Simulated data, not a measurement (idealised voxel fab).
process module | voxel capacitor over wiring
cross-section cut | 230 nm wide | cells 5 nm
A cross-section is a grid of square cells, given in bands from the top down. A band is one or more rows of cells.
Each band's line starts with the height of the band's top and of its bottom, in nm. Then come its materials from left to right, each with its width in nm. One material with "throughout" fills the band from edge to edge. "air" is empty space.
Height 0 is the level under which the wafer as received is all one material. The lowest band goes on downwards, as in "0 down".
A width such as "30 to 40" changes by the same amount from each row of cells to the next, from the band's top row to its bottom row.
"no change" after a step means that no cell of the cross-section changed.
closed voids: empty space of 8 cells or more with no open way to the top, each as width x height at its distance from the left edge, in nm
after a step's settings: what the simulator itself notes on the step
overlay nm, on a step with a mask: how far to the right of its planned place the mask lay; to the left if negative
plan
1 op RECEIVE | material Si
2 op CONFORMAL_DEP | material SiO2 | thk nm 10
3 op CONFORMAL_DEP | material SiN | thk nm 5
4 op DIRECTIONAL_DEP | material lowk | thk nm 15
5 op PATTERN | tone open | mask id METAL_1 | material resist | width nm 20 | pitch nm 80 | thk nm 20 | overlay nm 0
6 op DIRECTIONAL_ETCH | etch materials lowk | depth nm 15
7 op DIRECTIONAL_ETCH | etch materials SiN | depth nm 5
8 op STRIP | etch materials resist
9 op CONFORMAL_DEP | material TiN | thk nm 5
10 op FILL_DEP | material W | thk nm 10
11 op CMP | height nm 30
12 op CONFORMAL_DEP | material SiCN | thk nm 5
13 op DIRECTIONAL_DEP | material SiO2 | thk nm 15
14 op MASKED_ETCH | tone open | mask id PLUG_1 | width nm 15 | etch materials SiO2 | depth nm 15 | overlay nm 0
15 op MASKED_ETCH | tone open | mask id PLUG_1 | width nm 15 | etch materials SiCN | depth nm 5 | overlay nm 0
16 op CONFORMAL_DEP | material TiN | thk nm 5
17 op FILL_DEP | material Ru | thk nm 10
18 op CMP | height nm 50
19 op DIRECTIONAL_DEP | material TiN | thk nm 5
20 op DIRECTIONAL_DEP | material Al2O3 | thk nm 5
21 op DIRECTIONAL_DEP | material TiN | thk nm 5
22 op MASKED_ETCH | tone cover | mask id UPPER_PLATE | width nm 65 | etch materials TiN | depth nm 5 | overlay nm 0
23 op MASKED_ETCH | tone cover | mask id UPPER_PLATE | width nm 65 | etch materials Al2O3 | depth nm 5 | overlay nm 0
24 op PATTERN | tone cover | mask id LOWER_PLATE | material resist | width nm 65 | thk nm 20 | overlay nm 0
25 op DIRECTIONAL_ETCH | etch materials TiN | depth nm 5
26 op STRIP | etch materials resist
27 op FILL_DEP | material SiO2 | thk nm 15
28 op CMP | height nm 75
29 op MASKED_ETCH | tone open | mask id PLUG_2 | width nm 15 | etch materials SiO2 | depth nm 10 | overlay nm 0
30 op CONFORMAL_DEP | material TiN | thk nm 5
31 op FILL_DEP | material Ru | thk nm 10
32 op CMP | height nm 75
33 op CONFORMAL_DEP | material SiN | thk nm 5
varied across the wafers: width nm of step 24. The plan shows the first wafer's value. All wafers start alike
first wafer as received, after step 1
  0 down: Si throughout
  closed voids: none
first wafer at the end, after step 33
  80 to 75: SiN throughout
  75 to 70: SiO2 80 | TiN 5 | Ru 5 | TiN 5 | SiO2 135
  70 to 60: SiO2 80 to 70 | TiN 15 to 65 | SiO2 135 to 95
  60 to 55: SiO2 70 | Al2O3 65 | SiO2 95
  55 to 50: SiO2 70 | TiN 65 | SiO2 95
  50 to 35: SiO2 70 | TiN 5 | Ru 5 | TiN 5 | SiO2 145
  35 to 30: SiCN 70 | TiN 15 | SiCN 145
  30 to 15: lowk 65 | TiN 5 | W 10 | TiN 5 | lowk 60 | TiN 5 | W 10 | TiN 5 | lowk 65
  15 to 10: SiN 65 | TiN 20 | SiN 60 | TiN 20 | SiN 65
  10 to 0: SiO2 throughout
  0 down: Si throughout
  closed voids: none
last wafer at the end
  80 to 75: SiN throughout
  75 to 70: SiO2 80 | TiN 5 | Ru 5 | TiN 5 | SiO2 135
  70 to 60: SiO2 80 to 70 | TiN 15 to 65 | SiO2 135 to 95
  60 to 55: SiO2 70 | Al2O3 65 | SiO2 95
  55 to 50: SiO2 60 | TiN 90 | SiO2 80
  50 to 35: SiO2 70 | TiN 5 | Ru 5 | TiN 5 | SiO2 145
  35 to 30: SiCN 70 | TiN 15 | SiCN 145
  30 to 15: lowk 65 | TiN 5 | W 10 | TiN 5 | lowk 60 | TiN 5 | W 10 | TiN 5 | lowk 65
  15 to 10: SiN 65 | TiN 20 | SiN 60 | TiN 20 | SiN 65
  10 to 0: SiO2 throughout
  0 down: Si throughout
  closed voids: none
each wafer at the end: cells of each material gained (+) or lost (-) since it was received, then its closed voids
width nm 65 | +13 Al2O3 | +4 Ru | +43 SiCN | +84 SiN | +406 SiO2 | +60 TiN | +12 W | +114 lowk | closed voids: none
width nm 70 | +13 Al2O3 | +4 Ru | +43 SiCN | +84 SiN | +405 SiO2 | +61 TiN | +12 W | +114 lowk | closed voids: none
width nm 75 | +13 Al2O3 | +4 Ru | +43 SiCN | +84 SiN | +404 SiO2 | +62 TiN | +12 W | +114 lowk | closed voids: none
width nm 80 | +13 Al2O3 | +4 Ru | +43 SiCN | +84 SiN | +403 SiO2 | +63 TiN | +12 W | +114 lowk | closed voids: none
width nm 85 | +13 Al2O3 | +4 Ru | +43 SiCN | +84 SiN | +402 SiO2 | +64 TiN | +12 W | +114 lowk | closed voids: none
width nm 90 | +13 Al2O3 | +4 Ru | +43 SiCN | +84 SiN | +401 SiO2 | +65 TiN | +12 W | +114 lowk | closed voids: none
